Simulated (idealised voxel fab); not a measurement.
process module | voxel wiring stack
cross-section cut | 260 nm wide | cells 5 nm
A cross-section is a grid of square cells, given in bands from the top down. A band is one or more rows of cells.
Each band's line starts with the height of the band's top and of its bottom, in nm. Then come its materials from left to right, each with its width in nm. One material with "throughout" fills the band from edge to edge. "air" is empty space.
Height 0 is the level under which the wafer as received is all one material. The lowest band goes on downwards, as in "0 down".
A width such as "30 to 40" changes by the same amount from each row of cells to the next, from the band's top row to its bottom row.
"no change" after a step means that no cell of the cross-section changed.
closed voids: empty space of 8 cells or more with no open way to the top, each as width x height at its distance from the left edge, in nm
after a step's settings: what the simulator itself notes on the step
overlay nm, on a step with a mask: how far to the right of its planned place the mask lay; to the left if negative
plan
1 op RECEIVE | material Si
2 op CONFORMAL_DEP | material SiO2 | thk nm 10
3 op CONFORMAL_DEP | material SiCN | thk nm 5
4 op DIRECTIONAL_DEP | material SiO2 | thk nm 20
5 op PATTERN | tone open | mask id METAL_1 | material resist | width nm 25 | pitch nm 40 | thk nm 15 | overlay nm 0
6 op DIRECTIONAL_ETCH | etch materials SiO2 | depth nm 20
7 op DIRECTIONAL_ETCH | etch materials SiCN | depth nm 5
8 op STRIP | etch materials resist
9 op CONFORMAL_DEP | material TiN | thk nm 5
10 op FILL_DEP | material W | thk nm 10
11 op CMP | height nm 35
12 op CONFORMAL_DEP | material SiCN | thk nm 5
13 op DIRECTIONAL_DEP | material SiO2 | thk nm 25
14 op PATTERN | tone open | mask id METAL_2 | material resist | width nm 25 | pitch nm 40 | thk nm 20 | overlay nm 0
15 op DIRECTIONAL_ETCH | etch materials SiO2 | depth nm 15
16 op STRIP | etch materials resist
17 op PATTERN | tone open | mask id METAL_2_HOLES | material resist | width nm 15 | pitch nm 80 | thk nm 20 | overlay nm 0
18 op DIRECTIONAL_ETCH | etch materials SiO2 | depth nm 10
19 op DIRECTIONAL_ETCH | etch materials SiCN | depth nm 5
20 op STRIP | etch materials resist
21 op CONFORMAL_DEP | material TiN | thk nm 5
22 op FILL_DEP | material Cu | thk nm 10
23 op CMP | height nm 65
24 op CONFORMAL_DEP | material SiN | thk nm 5
as received, after step 1
  0 down: Si throughout
  closed voids: none
a wafer at the end: this start, this plan, one mistake
  70 to 65: SiN throughout
  65 to 55: Cu throughout
  55 to 50: Cu 65 | TiN 20 | Cu 5 | TiN 35 | Cu 20 | TiN 20 | Cu 5 | TiN 35 | Cu 55
  50 to 45: Cu 65 | TiN 5 | SiO2 10 | TiN 5 | Cu 5 | TiN 5 | SiO2 25 | TiN 5 | Cu 20 | TiN 5 | SiO2 10 | TiN 5 | Cu 5 | TiN 5 | SiO2 25 | TiN 5 | Cu 55
  45 to 40: TiN 60 | Cu 5 | TiN 5 | SiO2 10 | TiN 15 | SiO2 25 | TiN 20 | Cu 5 | TiN 5 | SiO2 10 | TiN 15 | SiO2 25 | TiN 60
  40 to 35: SiCN 55 | TiN 15 | SiCN 65 | TiN 15 | SiCN 110
  35 to 15: SiO2 55 | TiN 5 | W 15 | TiN 5 | SiO2 15 | TiN 5 | W 15 | TiN 5 | SiO2 15 | TiN 5 | W 15 | TiN 5 | SiO2 15 | TiN 5 | W 15 | TiN 5 | SiO2 60
  15 to 10: SiCN 55 | TiN 25 | SiCN 15 | TiN 25 | SiCN 15 | TiN 25 | SiCN 15 | TiN 25 | SiCN 60
  10 to 0: SiO2 throughout
  0 down: Si throughout
  closed voids: none
what went wrong: steps 13 and 14 were swapped
